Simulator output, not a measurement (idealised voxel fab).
The process module that follows is named voxel tone inversion.
Cross-section cut: width 220 nm, square cells of 5 nm.
In what follows, cross-sections appear as grids of square cells, described through bands that run from the top down, where every band is one or more rows of cells. Heights first: top, then bottom, in nm. Then materials, left to right, each with a width in nm. "full width" on a single material: fills the band edge to edge. "empty": empty space. Height is counted from the level 0, under which the received wafer is composed throughout of one material. The lowest of the bands is not closed at the bottom but continues downward, in the notation "from 0 down". Width spec "30->40" -> top row of cells at first value, bottom row at second value, equal per-row change in between. Key: "no alterations made" - step with no changed cell in the cross-section. "Completely sealed voids" specifies each empty space that is not open to the top and that occupies no fewer than 8 cells, using the form width x height at distance, the distance measured from the left edge and all three quantities in nm. The remark found on a step's line after its settings is issued by the simulator itself and pertains to that step. The line of a step may include "overlay nm". On a step with a mask, this value is how far to the right of its planned place the mask lay. A negative value means the mask lay to the left.

# Process steps - plan
step 1: RECEIVE | material Si
step 2: CONFORMAL_DEP | material SiN | thk nm 5
step 3: DIRECTIONAL_DEP | material polySi | thk nm 25
step 4: PATTERN | tone cover | mask id POSTS | material resist | width nm 25 | pitch nm 45 | thk nm 30 | overlay nm 0
step 5: DIRECTIONAL_ETCH | etch materials polySi | depth nm 25
step 6: STRIP | etch materials resist
step 7: FILL_DEP | material SiO2 | thk nm 10
step 8: CMP | height nm 30
step 9: STRIP | etch materials polySi
step 10: CONFORMAL_DEP | material TiN | thk nm 5
step 11: FILL_DEP | material W | thk nm 5
step 12: CMP | height nm 30
step 13: CONFORMAL_DEP | material SiCN | thk nm 5

# The first of a set of two wafers, run to plan

# Incoming wafer, cross-sectional view, post step 1
  from 0 down  Si full width
  Completely sealed voids: none

# You're looking at a cross-section of the wafer after step 2
  from 5 to 0  SiN full width
  Heights below 0 show no change.

# You're looking at a cross-section of the wafer after step 3
  from 30 to 5  polySi full width
  Heights below 5 show no change.

# You're looking at a cross-section of the wafer after step 4
  from 60 to 30  empty 30 nm  resist 25 nm  empty 20 nm  resist 25 nm  empty 20 nm  resist 25 nm  empty 20 nm  resist 25 nm  empty 30 nm
  Heights below 30 show no change.

# You're looking at a cross-section of the wafer after step 5
  from 60 to 30  empty 30 nm  resist 25 nm  empty 20 nm  resist 25 nm  empty 20 nm  resist 25 nm  empty 20 nm  resist 25 nm  empty 30 nm
  from 30 to 5  empty 30 nm  polySi 25 nm  empty 20 nm  polySi 25 nm  empty 20 nm  polySi 25 nm  empty 20 nm  polySi 25 nm  empty 30 nm
  Heights below 5 show no change.

# You're looking at a cross-section of the wafer after step 6
  from 30 to 5  empty 30 nm  polySi 25 nm  empty 20 nm  polySi 25 nm  empty 20 nm  polySi 25 nm  empty 20 nm  polySi 25 nm  empty 30 nm
  Heights below 5 show no change.

# You're looking at a cross-section of the wafer after step 7
  from 40 to 30  SiO2 full width
  from 30 to 5  SiO2 30 nm  polySi 25 nm  SiO2 20 nm  polySi 25 nm  SiO2 20 nm  polySi 25 nm  SiO2 20 nm  polySi 25 nm  SiO2 30 nm
  Heights below 5 show no change.

# You're looking at a cross-section of the wafer after step 8
  from 30 to 5  SiO2 30 nm  polySi 25 nm  SiO2 20 nm  polySi 25 nm  SiO2 20 nm  polySi 25 nm  SiO2 20 nm  polySi 25 nm  SiO2 30 nm
  Heights below 5 show no change.

# You're looking at a cross-section of the wafer after step 9
  from 30 to 5  SiO2 30 nm  empty 25 nm  SiO2 20 nm  empty 25 nm  SiO2 20 nm  empty 25 nm  SiO2 20 nm  empty 25 nm  SiO2 30 nm
  Heights below 5 show no change.

# You're looking at a cross-section of the wafer after step 10
  from 35 to 30  TiN 35 nm  empty 15 nm  TiN 30 nm  empty 15 nm  TiN 30 nm  empty 15 nm  TiN 30 nm  empty 15 nm  TiN 35 nm
  from 30 to 10  SiO2 30 nm  TiN 5 nm  empty 15 nm  TiN 5 nm  SiO2 20 nm  TiN 5 nm  empty 15 nm  TiN 5 nm  SiO2 20 nm  TiN 5 nm  empty 15 nm  TiN 5 nm  SiO2 20 nm  TiN 5 nm  empty 15 nm  TiN 5 nm  SiO2 30 nm
  from 10 to 5  SiO2 30 nm  TiN 25 nm  SiO2 20 nm  TiN 25 nm  SiO2 20 nm  TiN 25 nm  SiO2 20 nm  TiN 25 nm  SiO2 30 nm
  Heights below 5 show no change.

# You're looking at a cross-section of the wafer after step 11
  from 40 to 35  W full width
  from 35 to 30  TiN 35 nm  W 15 nm  TiN 30 nm  W 15 nm  TiN 30 nm  W 15 nm  TiN 30 nm  W 15 nm  TiN 35 nm
  from 30 to 10  SiO2 30 nm  TiN 5 nm  W 15 nm  TiN 5 nm  SiO2 20 nm  TiN 5 nm  W 15 nm  TiN 5 nm  SiO2 20 nm  TiN 5 nm  W 15 nm  TiN 5 nm  SiO2 20 nm  TiN 5 nm  W 15 nm  TiN 5 nm  SiO2 30 nm
  Heights below 10 show no change.

# You're looking at a cross-section of the wafer after step 12
  from 30 to 10  SiO2 30 nm  TiN 5 nm  W 15 nm  TiN 5 nm  SiO2 20 nm  TiN 5 nm  W 15 nm  TiN 5 nm  SiO2 20 nm  TiN 5 nm  W 15 nm  TiN 5 nm  SiO2 20 nm  TiN 5 nm  W 15 nm  TiN 5 nm  SiO2 30 nm
  Heights below 10 show no change.

# You're looking at a cross-section of the wafer after step 13
  from 35 to 30  SiCN full width
  Heights below 30 show no change.

# Wafer two. Identical start, identical plan. One mistake in execution. Identical history through step 6

# Cross-section of the second wafer corresponding to the planned conclusion of step 7
  from 40 to 30  SiCN full width
  from 30 to 5  SiCN 30 nm  polySi 25 nm  SiCN 20 nm  polySi 25 nm  SiCN 20 nm  polySi 25 nm  SiCN 20 nm  polySi 25 nm  SiCN 30 nm
  Heights below 5 show no change.

# Cross-section of the second wafer corresponding to the planned conclusion of step 8
  from 30 to 5  SiCN 30 nm  polySi 25 nm  SiCN 20 nm  polySi 25 nm  SiCN 20 nm  polySi 25 nm  SiCN 20 nm  polySi 25 nm  SiCN 30 nm
  Heights below 5 show no change.

# Cross-section of the second wafer corresponding to the planned conclusion of step 9
  from 30 to 5  SiCN 30 nm  empty 25 nm  SiCN 20 nm  empty 25 nm  SiCN 20 nm  empty 25 nm  SiCN 20 nm  empty 25 nm  SiCN 30 nm
  Heights below 5 show no change.

# Cross-section of the second wafer corresponding to the planned conclusion of step 10
  from 35 to 30  TiN 35 nm  empty 15 nm  TiN 30 nm  empty 15 nm  TiN 30 nm  empty 15 nm  TiN 30 nm  empty 15 nm  TiN 35 nm
  from 30 to 10  SiCN 30 nm  TiN 5 nm  empty 15 nm  TiN 5 nm  SiCN 20 nm  TiN 5 nm  empty 15 nm  TiN 5 nm  SiCN 20 nm  TiN 5 nm  empty 15 nm  TiN 5 nm  SiCN 20 nm  TiN 5 nm  empty 15 nm  TiN 5 nm  SiCN 30 nm
  from 10 to 5  SiCN 30 nm  TiN 25 nm  SiCN 20 nm  TiN 25 nm  SiCN 20 nm  TiN 25 nm  SiCN 20 nm  TiN 25 nm  SiCN 30 nm
  Heights below 5 show no change.

# Cross-section of the second wafer corresponding to the planned conclusion of step 11
  from 40 to 35  W full width
  from 35 to 30  TiN 35 nm  W 15 nm  TiN 30 nm  W 15 nm  TiN 30 nm  W 15 nm  TiN 30 nm  W 15 nm  TiN 35 nm
  from 30 to 10  SiCN 30 nm  TiN 5 nm  W 15 nm  TiN 5 nm  SiCN 20 nm  TiN 5 nm  W 15 nm  TiN 5 nm  SiCN 20 nm  TiN 5 nm  W 15 nm  TiN 5 nm  SiCN 20 nm  TiN 5 nm  W 15 nm  TiN 5 nm  SiCN 30 nm
  Heights below 10 show no change.

# Cross-section of the second wafer corresponding to the planned conclusion of step 12
  from 30 to 10  SiCN 30 nm  TiN 5 nm  W 15 nm  TiN 5 nm  SiCN 20 nm  TiN 5 nm  W 15 nm  TiN 5 nm  SiCN 20 nm  TiN 5 nm  W 15 nm  TiN 5 nm  SiCN 20 nm  TiN 5 nm  W 15 nm  TiN 5 nm  SiCN 30 nm
  Heights below 10 show no change.

# Cross-section of the second wafer corresponding to the planned conclusion of step 13
  from 35 to 30  SiCN full width
  Heights below 30 show no change.
Where did the run depart from the plan? note that step 7 departed from the planned setting and was carried out as FILL_DEP | material SiCN | thk nm 10
Final difference in cells, second wafer against first, listed per material as more or fewer: 120 more of SiCN | 120 fewer of SiO2
